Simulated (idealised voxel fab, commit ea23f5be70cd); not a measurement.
process module | voxel self aligned vias
cross-section cut | 150 nm wide | cells 5 nm
A cross-section is a grid of square cells, given in bands from the top down. A band is one or more rows of cells.
Each band's line starts with the height of the band's top and of its bottom, in nm. Then come its materials from left to right, each with its width in nm. One material with "throughout" fills the band from edge to edge. "air" is empty space.
Height 0 is the level under which the wafer as received is all one material. The lowest band goes on downwards, as in "0 down".
A width such as "30 to 40" changes by the same amount from each row of cells to the next, from the band's top row to its bottom row.
"no change" after a step means that no cell of the cross-section changed.
closed voids: empty space of 8 cells or more with no open way to the top, each as width x height at its distance from the left edge, in nm
after a step's settings: what the simulator itself notes on the step
overlay nm, on a step with a mask: how far to the right of its planned place the mask lay; to the left if negative
plan
1 op RECEIVE | material Si
2 op CONFORMAL_DEP | material SiO2 | thk nm 15
3 op CONFORMAL_DEP | material SiCN | thk nm 5
4 op DIRECTIONAL_DEP | material SiO2 | thk nm 30
5 op PATTERN | tone open | mask id LINES | material resist | width nm 25 | pitch nm 65 | thk nm 15 | overlay nm 0
6 op DIRECTIONAL_ETCH | etch materials SiO2 | depth nm 30
7 op STRIP | etch materials resist
8 op CONFORMAL_DEP | material TiN | thk nm 5
9 op FILL_DEP | material W | thk nm 5
10 op CMP | height nm 50
11 op SELECTIVE_ETCH | etch materials W Ru TiN | depth nm 5
12 op FILL_DEP | material SiN | thk nm 10
13 op CMP | height nm 50
14 op DIRECTIONAL_DEP | material SiO2 | thk nm 15
15 op DIRECTIONAL_DEP | material aC | thk nm 10
16 op PATTERN | tone open | mask id VIAS | material resist | width nm 45 | thk nm 30 | overlay nm 0
17 op DIRECTIONAL_ETCH | etch materials aC | depth nm 10
18 op STRIP | etch materials resist
19 op DIRECTIONAL_ETCH | etch materials SiO2 | depth nm 15
20 op DIRECTIONAL_ETCH | etch materials SiN | depth nm 5
21 op STRIP | etch materials aC
22 op CONFORMAL_DEP | material TiN | thk nm 5
23 op FILL_DEP | material Cu | thk nm 5
24 op CMP | height nm 65
25 op CONFORMAL_DEP | material SiN | thk nm 5
as received, after step 1
  0 down: Si throughout
  closed voids: none
a wafer at the end: this start, this plan, one mistake
  70 to 65: SiN throughout
  65 to 55: SiO2 20 | TiN 5 | Cu 40 | TiN 5 | SiO2 80
  55 to 50: SiO2 20 | TiN 15 | Cu 15 | TiN 20 | SiO2 80
  50 to 45: SiO2 30 | TiN 25 | SiO2 40 | SiN 25 | SiO2 30
  45 to 25: SiO2 30 | TiN 5 | W 15 | TiN 5 | SiO2 40 | TiN 5 | W 15 | TiN 5 | SiO2 30
  25 to 20: SiO2 30 | TiN 25 | SiO2 40 | TiN 25 | SiO2 30
  20 to 15: SiCN throughout
  15 to 0: SiO2 throughout
  0 down: Si throughout
  closed voids: none
what went wrong: step 16 ran as: op PATTERN | tone open | mask id VIAS | material resist | width nm 50 | thk nm 30 | overlay nm 0
